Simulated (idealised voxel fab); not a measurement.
process module | voxel capacitor over wiring
cross-section cut | 300 nm wide | cells 5 nm
A cross-section is a grid of square cells, given in bands from the top down. A band is one or more rows of cells.
Each band's line starts with the height of the band's top and of its bottom, in nm. Then come its materials from left to right, each with its width in nm. One material with "throughout" fills the band from edge to edge. "air" is empty space.
Height 0 is the level under which the wafer as received is all one material. The lowest band goes on downwards, as in "0 down".
A width such as "30 to 40" changes by the same amount from each row of cells to the next, from the band's top row to its bottom row.
"no change" after a step means that no cell of the cross-section changed.
closed voids: empty space of 8 cells or more with no open way to the top, each as width x height at its distance from the left edge, in nm
after a step's settings: what the simulator itself notes on the step
overlay nm, on a step with a mask: how far to the right of its planned place the mask lay; to the left if negative
plan
1 op RECEIVE | material Si
2 op CONFORMAL_DEP | material SiO2 | thk nm 10
3 op CONFORMAL_DEP | material SiN | thk nm 5
4 op DIRECTIONAL_DEP | material SiO2 | thk nm 15
5 op PATTERN | tone open | mask id METAL_1 | material resist | width nm 25 | pitch nm 90 | thk nm 20 | overlay nm 0
6 op DIRECTIONAL_ETCH | etch materials SiO2 | depth nm 15
7 op DIRECTIONAL_ETCH | etch materials SiN | depth nm 5
8 op STRIP | etch materials resist
9 op CONFORMAL_DEP | material TiN | thk nm 5
10 op FILL_DEP | material Cu | thk nm 5
11 op CMP | height nm 30
12 op CONFORMAL_DEP | material SiCN | thk nm 5
13 op DIRECTIONAL_DEP | material lowk | thk nm 10
14 op MASKED_ETCH | tone open | mask id PLUG_1 | width nm 15 | etch materials lowk | depth nm 10 | overlay nm 0
15 op MASKED_ETCH | tone open | mask id PLUG_1 | width nm 15 | etch materials SiCN | depth nm 5 | overlay nm 0
16 op EPI | material Ru | thk nm 10
17 op EPI | material Ru | thk nm 5
18 op DIRECTIONAL_DEP | material TiN | thk nm 5
19 op DIRECTIONAL_DEP | material HfO2 | thk nm 5
20 op DIRECTIONAL_DEP | material TiN | thk nm 5
21 op PATTERN | tone cover | mask id UPPER_PLATE | material resist | width nm 70 | thk nm 15 | overlay nm 0
22 op DIRECTIONAL_ETCH | etch materials TiN | depth nm 5
23 op DIRECTIONAL_ETCH | etch materials HfO2 | depth nm 5
24 op STRIP | etch materials resist
25 op MASKED_ETCH | tone cover | mask id LOWER_PLATE | width nm 80 | etch materials TiN | depth nm 5 | overlay nm 0
26 op FILL_DEP | material SiO2 | thk nm 20
27 op CMP | height nm 75
28 op MASKED_ETCH | tone open | mask id PLUG_2 | width nm 15 | etch materials SiO2 | depth nm 15 | overlay nm 0
29 op CONFORMAL_DEP | material TiN | thk nm 5
30 op FILL_DEP | material Cu | thk nm 5
31 op CMP | height nm 75
32 op CONFORMAL_DEP | material SiN | thk nm 5
varied across the wafers: thk nm of step 12. The plan shows the first wafer's value. All wafers start alike
first wafer as received, after step 1
  0 down: Si throughout
  closed voids: none
each wafer at the end: cells of each material gained (+) or lost (-) since it was received, then its closed voids
thk nm 5 | +20 Cu | +14 HfO2 | +9 Ru | +57 SiCN | +110 SiN | +577 SiO2 | +59 TiN | +114 lowk | closed voids: none
thk nm 10 | +19 Cu | +14 HfO2 | +117 SiCN | +110 SiN | +528 SiO2 | +58 TiN | +114 lowk | closed voids: none
thk nm 15 | +18 Cu | +14 HfO2 | +177 SiCN | +110 SiN | +470 SiO2 | +57 TiN | +114 lowk | closed voids: none
thk nm 20 | +18 Cu | +14 HfO2 | +237 SiCN | +110 SiN | +412 SiO2 | +55 TiN | +114 lowk | closed voids: none
